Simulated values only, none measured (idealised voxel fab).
Process module name: voxel tone inversion
In the cross-section labelled cut, the width is 145 nm and each square cell is 5 nm.
In what follows, cross-sections appear as grids of square cells, described through bands that run from the top down, where every band is one or more rows of cells. Within each band entry, the heights of the top and of the bottom of the band appear first, in that order and in nm; the materials of the band then follow from left to right, each with its corresponding width in nm. The designation "all across" on a single material indicates that it fills the band from edge to edge; the designation "empty" indicates empty space. Heights from 0 (as-received wafer is one material below). Bottom band endless downward, as "0 down". Graded width ("30->40"): value in top row of band = first number; value in bottom row = second number; row-to-row change constant. Step marked "remained the same"? Then no cell in the cross-section changed in it. Closed empty spaces (no open way to the top) of 8 cells or more are what "Voids lacking openings" lists, each as width x height at distance from the left edge, nm for all three. That trailing text on a step's line, after the settings, is the simulator's own remark on the step. The "overlay nm" setting may appear on a step's line; for a step that uses a mask, it gives how far to the right of its planned position the mask lay, and a negative value indicates the left.
Process steps (planned)
step 1: RECEIVE: material Si
step 2: CONFORMAL_DEP: material SiN, thk nm 10
step 3: DIRECTIONAL_DEP: material polySi, thk nm 15
step 4: PATTERN: tone cover, mask id POSTS, material resist, width nm 15, pitch nm 30, thk nm 25, overlay nm 0
step 5: DIRECTIONAL_ETCH: etch materials polySi, depth nm 15
step 6: STRIP: etch materials resist
step 7: FILL_DEP: material SiO2, thk nm 10
step 8: CMP: height nm 25
step 9: STRIP: etch materials polySi
step 10: CONFORMAL_DEP: material TiN, thk nm 5
step 11: FILL_DEP: material Ru, thk nm 10
step 12: CMP: height nm 25
step 13: CONFORMAL_DEP: material SiCN, thk nm 5
The wafers in this document start out alike and differ in the thk nm applied at step 10; the plan shows the value used for the first wafer.
First wafer of several, as received: cross-section after step 1
    0 down | Si all across
    Voids lacking openings: none
Gained (+) or lost (-) cells of each material since receipt, then closed voids: one row per wafer, at the end of the module
thk nm 5; +6 Ru; +29 SiCN; +58 SiN; +60 SiO2; +21 TiN; Voids lacking openings: none
thk nm 10; +29 SiCN; +58 SiN; +60 SiO2; +27 TiN; Voids lacking openings: none
thk nm 15; +29 SiCN; +58 SiN; +60 SiO2; +27 TiN; Voids lacking openings: none
thk nm 20; +29 SiCN; +58 SiN; +60 SiO2; +27 TiN; Voids lacking openings: none
